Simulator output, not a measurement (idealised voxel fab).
process module | voxel capacitor over wiring
cross-section cut | 225 nm wide | cells 5 nm
A cross-section is a grid of square cells, given in bands from the top down. A band is one or more rows of cells.
Each band's line starts with the height of the band's top and of its bottom, in nm. Then come its materials from left to right, each with its width in nm. One material with "throughout" fills the band from edge to edge. "air" is empty space.
Height 0 is the level under which the wafer as received is all one material. The lowest band goes on downwards, as in "0 down".
A width such as "30 to 40" changes by the same amount from each row of cells to the next, from the band's top row to its bottom row.
"no change" after a step means that no cell of the cross-section changed.
closed voids: empty space of 8 cells or more with no open way to the top, each as width x height at its distance from the left edge, in nm
after a step's settings: what the simulator itself notes on the step
overlay nm, on a step with a mask: how far to the right of its planned place the mask lay; to the left if negative
plan
1 op RECEIVE | material Si
2 op CONFORMAL_DEP | material SiO2 | thk nm 15
3 op CONFORMAL_DEP | material SiN | thk nm 5
4 op DIRECTIONAL_DEP | material SiO2 | thk nm 25
5 op PATTERN | tone open | mask id METAL_1 | material resist | width nm 30 | pitch nm 80 | thk nm 15 | overlay nm 0
6 op DIRECTIONAL_ETCH | etch materials SiO2 | depth nm 25
7 op DIRECTIONAL_ETCH | etch materials SiN | depth nm 5
8 op STRIP | etch materials resist
9 op CONFORMAL_DEP | material TiN | thk nm 5
10 op FILL_DEP | material W | thk nm 10
11 op CMP | height nm 45
12 op CONFORMAL_DEP | material SiCN | thk nm 5
13 op DIRECTIONAL_DEP | material lowk | thk nm 15
14 op PATTERN | tone open | mask id PLUG_1 | material resist | width nm 15 | thk nm 20 | overlay nm 0
15 op DIRECTIONAL_ETCH | etch materials lowk | depth nm 15
16 op DIRECTIONAL_ETCH | etch materials SiCN | depth nm 5
17 op STRIP | etch materials resist
18 op EPI | material Ru | thk nm 10
19 op EPI | material Ru | thk nm 10
20 op DIRECTIONAL_DEP | material TiN | thk nm 10
21 op DIRECTIONAL_DEP | material HfO2 | thk nm 5
22 op DIRECTIONAL_DEP | material TiN | thk nm 10
23 op MASKED_ETCH | tone cover | mask id UPPER_PLATE | width nm 55 | etch materials TiN | depth nm 10 | overlay nm 0
24 op MASKED_ETCH | tone cover | mask id UPPER_PLATE | width nm 55 | etch materials HfO2 | depth nm 5 | overlay nm 0
25 op MASKED_ETCH | tone cover | mask id LOWER_PLATE | width nm 65 | etch materials TiN | depth nm 10 | overlay nm 0
26 op FILL_DEP | material SiO2 | thk nm 20
27 op CMP | height nm 105
28 op PATTERN | tone open | mask id PLUG_2 | material resist | width nm 15 | thk nm 15 | overlay nm 0
29 op DIRECTIONAL_ETCH | etch materials SiO2 | depth nm 15
30 op STRIP | etch materials resist
31 op CONFORMAL_DEP | material TiN | thk nm 5
32 op FILL_DEP | material Ru | thk nm 10
33 op CMP | height nm 105
34 op CONFORMAL_DEP | material SiN | thk nm 5
first wafer, as planned
as received, after step 1
  0 down: Si throughout
  closed voids: none
after step 2
  15 to 0: SiO2 throughout
  below 0: unchanged
after step 3
  20 to 15: SiN throughout
  below 15: unchanged
after step 4
  45 to 20: SiO2 throughout
  below 20: unchanged
after step 5
  60 to 45: resist 55 | air 30 | resist 50 | air 30 | resist 60
  below 45: unchanged
after step 6
  60 to 45: resist 55 | air 30 | resist 50 | air 30 | resist 60
  45 to 20: SiO2 55 | air 30 | SiO2 50 | air 30 | SiO2 60
  below 20: unchanged
after step 7
  60 to 45: resist 55 | air 30 | resist 50 | air 30 | resist 60
  45 to 20: SiO2 55 | air 30 | SiO2 50 | air 30 | SiO2 60
  20 to 15: SiN 55 | air 30 | SiN 50 | air 30 | SiN 60
  below 15: unchanged
after step 8
  45 to 20: SiO2 55 | air 30 | SiO2 50 | air 30 | SiO2 60
  below 20: unchanged
after step 9
  50 to 45: TiN 60 | air 20 | TiN 60 | air 20 | TiN 65
  45 to 20: SiO2 55 | TiN 5 | air 20 | TiN 5 | SiO2 50 | TiN 5 | air 20 | TiN 5 | SiO2 60
  20 to 15: SiN 55 | TiN 30 | SiN 50 | TiN 30 | SiN 60
  below 15: unchanged
after step 10
  60 to 50: W throughout
  50 to 45: TiN 60 | W 20 | TiN 60 | W 20 | TiN 65
  45 to 20: SiO2 55 | TiN 5 | W 20 | TiN 5 | SiO2 50 | TiN 5 | W 20 | TiN 5 | SiO2 60
  below 20: unchanged
after step 11
  45 to 20: SiO2 55 | TiN 5 | W 20 | TiN 5 | SiO2 50 | TiN 5 | W 20 | TiN 5 | SiO2 60
  below 20: unchanged
after step 12
  50 to 45: SiCN throughout
  below 45: unchanged
after step 13
  65 to 50: lowk throughout
  below 50: unchanged
after step 14
  85 to 65: resist 70 | air 15 | resist 140
  below 65: unchanged
after step 15
  85 to 65: resist 70 | air 15 | resist 140
  65 to 50: lowk 70 | air 15 | lowk 140
  below 50: unchanged
after step 16
  85 to 65: resist 70 | air 15 | resist 140
  65 to 50: lowk 70 | air 15 | lowk 140
  50 to 45: SiCN 70 | air 15 | SiCN 140
  below 45: unchanged
after step 17
  65 to 50: lowk 70 | air 15 | lowk 140
  below 50: unchanged
after step 18
  65 to 55: lowk 70 | air 15 | lowk 140
  55 to 50: lowk 70 | Ru 15 | lowk 140
  50 to 45: SiCN 70 | Ru 15 | SiCN 140
  below 45: unchanged
after step 19
  65 to 50: lowk 70 | Ru 15 | lowk 140
  below 50: unchanged
after step 20
  75 to 65: TiN throughout
  below 65: unchanged
after step 21
  80 to 75: HfO2 throughout
  below 75: unchanged
after step 22
  90 to 80: TiN throughout
  below 80: unchanged
after step 23
  90 to 80: air 70 | TiN 55 | air 100
  below 80: unchanged
after step 24
  90 to 80: air 70 | TiN 55 | air 100
  80 to 75: air 70 | HfO2 55 | air 100
  below 75: unchanged
after step 25
  90 to 80: air 70 | TiN 55 | air 100
  80 to 75: air 70 | HfO2 55 | air 100
  75 to 65: air 65 | TiN 65 | air 95
  below 65: unchanged
after step 26
  110 to 90: SiO2 throughout
  90 to 80: SiO2 70 | TiN 55 | SiO2 100
  80 to 75: SiO2 70 | HfO2 55 | SiO2 100
  75 to 65: SiO2 65 | TiN 65 | SiO2 95
  below 65: unchanged
after step 27
  105 to 90: SiO2 throughout
  below 90: unchanged
after step 28
  120 to 105: resist 80 | air 15 | resist 130
  below 105: unchanged
after step 29
  120 to 105: resist 80 | air 15 | resist 130
  105 to 90: SiO2 80 | air 15 | SiO2 130
  below 90: unchanged
after step 30
  105 to 90: SiO2 80 | air 15 | SiO2 130
  below 90: unchanged
after step 31
  110 to 105: TiN 85 | air 5 | TiN 135
  105 to 95: SiO2 80 | TiN 5 | air 5 | TiN 5 | SiO2 130
  95 to 90: SiO2 80 | TiN 15 | SiO2 130
  below 90: unchanged
after step 32
  120 to 110: Ru throughout
  110 to 105: TiN 85 | Ru 5 | TiN 135
  105 to 95: SiO2 80 | TiN 5 | Ru 5 | TiN 5 | SiO2 130
  below 95: unchanged
after step 33
  105 to 95: SiO2 80 | TiN 5 | Ru 5 | TiN 5 | SiO2 130
  below 95: unchanged
after step 34
  110 to 105: SiN throughout
  below 105: unchanged
second wafer: like start, like plan, one mistake. Through step 19 it matches the first wafer
when step 20 should have ended
  70 to 65: HfO2 throughout
  below 65: unchanged
when step 21 should have ended
  80 to 70: TiN throughout
  below 70: unchanged
when step 22 should have ended
  90 to 70: TiN throughout
  below 70: unchanged
when step 23 should have ended
  90 to 80: air 70 | TiN 55 | air 100
  below 80: unchanged
when step 24 should have ended: no change
when step 25 should have ended
  90 to 80: air 70 | TiN 55 | air 100
  80 to 70: air 65 | TiN 65 | air 95
  below 70: unchanged
when step 26 should have ended
  110 to 90: SiO2 throughout
  90 to 80: SiO2 70 | TiN 55 | SiO2 100
  80 to 70: SiO2 65 | TiN 65 | SiO2 95
  below 70: unchanged
when step 27 should have ended
  105 to 90: SiO2 throughout
  below 90: unchanged
when step 28 should have ended
  120 to 105: resist 80 | air 15 | resist 130
  below 105: unchanged
when step 29 should have ended
  120 to 105: resist 80 | air 15 | resist 130
  105 to 90: SiO2 80 | air 15 | SiO2 130
  below 90: unchanged
when step 30 should have ended
  105 to 90: SiO2 80 | air 15 | SiO2 130
  below 90: unchanged
when step 31 should have ended
  110 to 105: TiN 85 | air 5 | TiN 135
  105 to 95: SiO2 80 | TiN 5 | air 5 | TiN 5 | SiO2 130
  95 to 90: SiO2 80 | TiN 15 | SiO2 130
  below 90: unchanged
when step 32 should have ended
  120 to 110: Ru throughout
  110 to 105: TiN 85 | Ru 5 | TiN 135
  105 to 95: SiO2 80 | TiN 5 | Ru 5 | TiN 5 | SiO2 130
  below 95: unchanged
when step 33 should have ended
  105 to 95: SiO2 80 | TiN 5 | Ru 5 | TiN 5 | SiO2 130
  below 95: unchanged
when step 34 should have ended
  110 to 105: SiN throughout
  below 105: unchanged
what went wrong: steps 20 and 21 were swapped
at the end the second wafer has, in cells: 34 more of HfO2 | 34 fewer of SiO2
